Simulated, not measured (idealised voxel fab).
process module | voxel gate over fins
cross-section cut | 290 nm wide | cells 5 nm
A cross-section is a grid of square cells, given in bands from the top down. A band is one or more rows of cells.
Each band's line starts with the height of the band's top and of its bottom, in nm. Then come its materials from left to right, each with its width in nm. One material with "throughout" fills the band from edge to edge. "air" is empty space.
Height 0 is the level under which the wafer as received is all one material. The lowest band goes on downwards, as in "0 down".
A width such as "30 to 40" changes by the same amount from each row of cells to the next, from the band's top row to its bottom row.
"no change" after a step means that no cell of the cross-section changed.
closed voids: empty space of 8 cells or more with no open way to the top, each as width x height at its distance from the left edge, in nm
after a step's settings: what the simulator itself notes on the step
overlay nm, on a step with a mask: how far to the right of its planned place the mask lay; to the left if negative
plan
1 op RECEIVE | material Si
2 op CONFORMAL_DEP | material SiN | thk nm 5
3 op PATTERN | tone cover | mask id FINS | material resist | width nm 15 | pitch nm 45 | thk nm 15 | overlay nm 0
4 op DIRECTIONAL_ETCH | etch materials SiN | depth nm 5
5 op DIRECTIONAL_ETCH | etch materials Si | depth nm 30
6 op STRIP | etch materials resist
7 op OXIDIZE | depth nm 5
8 op FILL_DEP | material SiO2 | thk nm 5
9 op CMP | height nm 5
10 op SELECTIVE_ETCH | etch materials SiO2 | depth nm 15
11 op STRIP | etch materials SiN
12 op CONFORMAL_DEP | material HfO2 | thk nm 5
13 op CONFORMAL_DEP | material TiN | thk nm 5
14 op FILL_DEP | material W | thk nm 15
15 op CMP | height nm 20
16 op CONFORMAL_DEP | material SiCN | thk nm 10
first wafer, as planned
as received, after step 1
  0 down: Si throughout
  closed voids: none
after step 2
  5 to 0: SiN throughout
  below 0: unchanged
after step 3
  20 to 5: air 90 | resist 15 | air 30 | resist 15 | air 30 | resist 15 | air 95
  below 5: unchanged
after step 4
  20 to 5: air 90 | resist 15 | air 30 | resist 15 | air 30 | resist 15 | air 95
  5 to 0: air 90 | SiN 15 | air 30 | SiN 15 | air 30 | SiN 15 | air 95
  below 0: unchanged
after step 5
  20 to 5: air 90 | resist 15 | air 30 | resist 15 | air 30 | resist 15 | air 95
  5 to 0: air 90 | SiN 15 | air 30 | SiN 15 | air 30 | SiN 15 | air 95
  0 to -30: air 90 | Si 15 | air 30 | Si 15 | air 30 | Si 15 | air 95
  below -30: unchanged
after step 6
  5 to 0: air 90 | SiN 15 | air 30 | SiN 15 | air 30 | SiN 15 | air 95
  below 0: unchanged
after step 7
  5 to 0: air 90 | SiN 15 | air 30 | SiN 15 | air 30 | SiN 15 | air 95
  0 to -30: air 90 | SiO2 5 | Si 5 | SiO2 5 | air 30 | SiO2 5 | Si 5 | SiO2 5 | air 30 | SiO2 5 | Si 5 | SiO2 5 | air 95
  -30 to -35: SiO2 95 | Si 5 | SiO2 40 | Si 5 | SiO2 40 | Si 5 | SiO2 100
  below -35: unchanged
after step 8
  10 to 5: SiO2 throughout
  5 to 0: SiO2 90 | SiN 15 | SiO2 30 | SiN 15 | SiO2 30 | SiN 15 | SiO2 95
  0 to -35: SiO2 95 | Si 5 | SiO2 40 | Si 5 | SiO2 40 | Si 5 | SiO2 100
  below -35: unchanged
after step 9
  5 to 0: SiO2 90 | SiN 15 | SiO2 30 | SiN 15 | SiO2 30 | SiN 15 | SiO2 95
  below 0: unchanged
after step 10
  5 to 0: air 90 | SiN 15 | air 30 | SiN 15 | air 30 | SiN 15 | air 95
  0 to -10: air 95 | Si 5 | air 40 | Si 5 | air 40 | Si 5 | air 100
  below -10: unchanged
after step 11
  0 to -10: air 95 | Si 5 | air 40 | Si 5 | air 40 | Si 5 | air 100
  below -10: unchanged
after step 12
  5 to 0: air 90 | HfO2 15 | air 30 | HfO2 15 | air 30 | HfO2 15 | air 95
  0 to -5: air 90 | HfO2 5 | Si 5 | HfO2 5 | air 30 | HfO2 5 | Si 5 | HfO2 5 | air 30 | HfO2 5 | Si 5 | HfO2 5 | air 95
  -5 to -10: HfO2 95 | Si 5 | HfO2 40 | Si 5 | HfO2 40 | Si 5 | HfO2 100
  below -10: unchanged
after step 13
  10 to 5: air 85 | TiN 25 | air 20 | TiN 25 | air 20 | TiN 25 | air 90
  5 to 0: air 85 | TiN 5 | HfO2 15 | TiN 5 | air 20 | TiN 5 | HfO2 15 | TiN 5 | air 20 | TiN 5 | HfO2 15 | TiN 5 | air 90
  0 to -5: TiN 90 | HfO2 5 | Si 5 | HfO2 5 | TiN 30 | HfO2 5 | Si 5 | HfO2 5 | TiN 30 | HfO2 5 | Si 5 | HfO2 5 | TiN 95
  below -5: unchanged
after step 14
  25 to 10: W throughout
  10 to 5: W 85 | TiN 25 | W 20 | TiN 25 | W 20 | TiN 25 | W 90
  5 to 0: W 85 | TiN 5 | HfO2 15 | TiN 5 | W 20 | TiN 5 | HfO2 15 | TiN 5 | W 20 | TiN 5 | HfO2 15 | TiN 5 | W 90
  below 0: unchanged
after step 15
  20 to 10: W throughout
  below 10: unchanged
after step 16
  30 to 20: SiCN throughout
  below 20: unchanged
second wafer: like start, like plan, one mistake. Through step 2 it matches the first wafer
when step 3 should have ended
  20 to 5: air 90 | resist 20 | air 25 | resist 20 | air 25 | resist 20 | air 90
  below 5: unchanged
when step 4 should have ended
  20 to 5: air 90 | resist 20 | air 25 | resist 20 | air 25 | resist 20 | air 90
  5 to 0: air 90 | SiN 20 | air 25 | SiN 20 | air 25 | SiN 20 | air 90
  below 0: unchanged
when step 5 should have ended
  20 to 5: air 90 | resist 20 | air 25 | resist 20 | air 25 | resist 20 | air 90
  5 to 0: air 90 | SiN 20 | air 25 | SiN 20 | air 25 | SiN 20 | air 90
  0 to -30: air 90 | Si 20 | air 25 | Si 20 | air 25 | Si 20 | air 90
  below -30: unchanged
when step 6 should have ended
  5 to 0: air 90 | SiN 20 | air 25 | SiN 20 | air 25 | SiN 20 | air 90
  below 0: unchanged
when step 7 should have ended
  5 to 0: air 90 | SiN 20 | air 25 | SiN 20 | air 25 | SiN 20 | air 90
  0 to -30: air 90 | SiO2 5 | Si 10 | SiO2 5 | air 25 | SiO2 5 | Si 10 | SiO2 5 | air 25 | SiO2 5 | Si 10 | SiO2 5 | air 90
  -30 to -35: SiO2 95 | Si 10 | SiO2 35 | Si 10 | SiO2 35 | Si 10 | SiO2 95
  below -35: unchanged
when step 8 should have ended
  10 to 5: SiO2 throughout
  5 to 0: SiO2 90 | SiN 20 | SiO2 25 | SiN 20 | SiO2 25 | SiN 20 | SiO2 90
  0 to -35: SiO2 95 | Si 10 | SiO2 35 | Si 10 | SiO2 35 | Si 10 | SiO2 95
  below -35: unchanged
when step 9 should have ended
  5 to 0: SiO2 90 | SiN 20 | SiO2 25 | SiN 20 | SiO2 25 | SiN 20 | SiO2 90
  below 0: unchanged
when step 10 should have ended
  5 to 0: air 90 | SiN 20 | air 25 | SiN 20 | air 25 | SiN 20 | air 90
  0 to -10: air 95 | Si 10 | air 35 | Si 10 | air 35 | Si 10 | air 95
  below -10: unchanged
when step 11 should have ended
  0 to -10: air 95 | Si 10 | air 35 | Si 10 | air 35 | Si 10 | air 95
  below -10: unchanged
when step 12 should have ended
  5 to 0: air 90 | HfO2 20 | air 25 | HfO2 20 | air 25 | HfO2 20 | air 90
  0 to -5: air 90 | HfO2 5 | Si 10 | HfO2 5 | air 25 | HfO2 5 | Si 10 | HfO2 5 | air 25 | HfO2 5 | Si 10 | HfO2 5 | air 90
  -5 to -10: HfO2 95 | Si 10 | HfO2 35 | Si 10 | HfO2 35 | Si 10 | HfO2 95
  below -10: unchanged
when step 13 should have ended
  10 to 5: air 85 | TiN 30 | air 15 | TiN 30 | air 15 | TiN 30 | air 85
  5 to 0: air 85 | TiN 5 | HfO2 20 | TiN 5 | air 15 | TiN 5 | HfO2 20 | TiN 5 | air 15 | TiN 5 | HfO2 20 | TiN 5 | air 85
  0 to -5: TiN 90 | HfO2 5 | Si 10 | HfO2 5 | TiN 25 | HfO2 5 | Si 10 | HfO2 5 | TiN 25 | HfO2 5 | Si 10 | HfO2 5 | TiN 90
  below -5: unchanged
when step 14 should have ended
  25 to 10: W throughout
  10 to 5: W 85 | TiN 30 | W 15 | TiN 30 | W 15 | TiN 30 | W 85
  5 to 0: W 85 | TiN 5 | HfO2 20 | TiN 5 | W 15 | TiN 5 | HfO2 20 | TiN 5 | W 15 | TiN 5 | HfO2 20 | TiN 5 | W 85
  below 0: unchanged
when step 15 should have ended
  20 to 10: W throughout
  below 10: unchanged
when step 16 should have ended
  30 to 20: SiCN throughout
  below 20: unchanged
what went wrong: step 3 ran as: op PATTERN | tone cover | mask id FINS | material resist | width nm 20 | pitch nm 45 | thk nm 15 | overlay nm 0
at the end the second wafer has, in cells: 21 more of Si | 15 fewer of SiO2 | 6 fewer of W
